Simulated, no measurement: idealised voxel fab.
The following process module bears the name voxel tone inversion.
Square cell edge 5 nm, section width 210 nm, ID cut.
For the purposes of this document, a cross-section shall be understood as a grid of square cells, specified as bands listed in top-to-bottom order, each band consisting of one or more rows of cells.
What a band's entry tells you: where the top is and where the bottom is, as heights in nm, and after that what lies inside, material by material from left to right, each with its width in nm. Empty space is written as the word "blank", and a single material marked with the word "all across" occupies the band from edge to edge.
Heights are expressed relative to 0, this being the level below which the as-received wafer comprises one material exclusively. The lowest band is unbounded in the downward direction and is denoted as in "0 down".
Think of "30..40" as a width that walks from the first number to the second as you go down the band, top row to bottom row, taking equal-sized steps from row to row.
The designation "nothing got changed", where it is given for a processing step, indicates that no cell of the cross-section was altered in the course of that step.
Entry "Listed closed voids". Content: empty spaces with no open connection to the top, size 8 cells or greater. Each: width x height at distance. Distance: from left edge. Unit: nm.
Where a step's line continues beyond its settings, the continuation is a remark by the simulator itself on that step.
overlay nm: mask right of planned place by this much (step with mask). Neg. = left.
# The planned process steps are enumerated hereunder
1,RECEIVE with material Si
2,CONFORMAL_DEP with material SiN, thk nm 5
3,DIRECTIONAL_DEP with material polySi, thk nm 20
4,PATTERN with tone cover, mask id POSTS, material resist, width nm 20, pitch nm 45, thk nm 30, overlay nm 0
5,DIRECTIONAL_ETCH with etch materials polySi, depth nm 20
6,STRIP with etch materials resist
7,FILL_DEP with material SiO2, thk nm 5
8,CMP with height nm 25
9,STRIP with etch materials polySi
10,CONFORMAL_DEP with material TiN, thk nm 5
11,FILL_DEP with material Cu, thk nm 10
12,CMP with height nm 25
13,CONFORMAL_DEP with material SiN, thk nm 5
# Cross-section of the wafer upon arrival, representing the state reached after step 1
    0 down  Si all across
    Listed closed voids: none
# The first of two wafers, cross-sectioned at the end of the module, with the run proceeding as planned
    30 to 25  SiN all across
    25 to 10  SiO2=50, then TiN=5, then Cu=10, then TiN=5, then SiO2=25, then TiN=5, then Cu=10, then TiN=5, then SiO2=25, then TiN=5, then Cu=10, then TiN=5, then SiO2=50
    10 to 5  SiO2=50, then TiN=20, then SiO2=25, then TiN=20, then SiO2=25, then TiN=20, then SiO2=50
    5 to 0  SiN all across
    0 down  Si all across
    Listed closed voids: none
# Second wafer cross-section at end of module - shared start and plan with the first, one mistake in the run
    30 to 25  SiN all across
    25 to 10  SiO2=40, then TiN=5, then Cu=10, then TiN=5, then SiO2=25, then TiN=5, then Cu=10, then TiN=5, then SiO2=25, then TiN=5, then Cu=10, then TiN=5, then SiO2=60
    10 to 5  SiO2=40, then TiN=20, then SiO2=25, then TiN=20, then SiO2=25, then TiN=20, then SiO2=60
    5 to 0  SiN all across
    0 down  Si all across
    Listed closed voids: none
The mistake made against the process plan was this: step 4 changed vs plan, executed as PATTERN with tone cover, mask id POSTS, material resist, width nm 20, pitch nm 45, thk nm 30, overlay nm -10
So at the finish, the second wafer's got exactly as many cells of each material as the first, just not in the same spots.
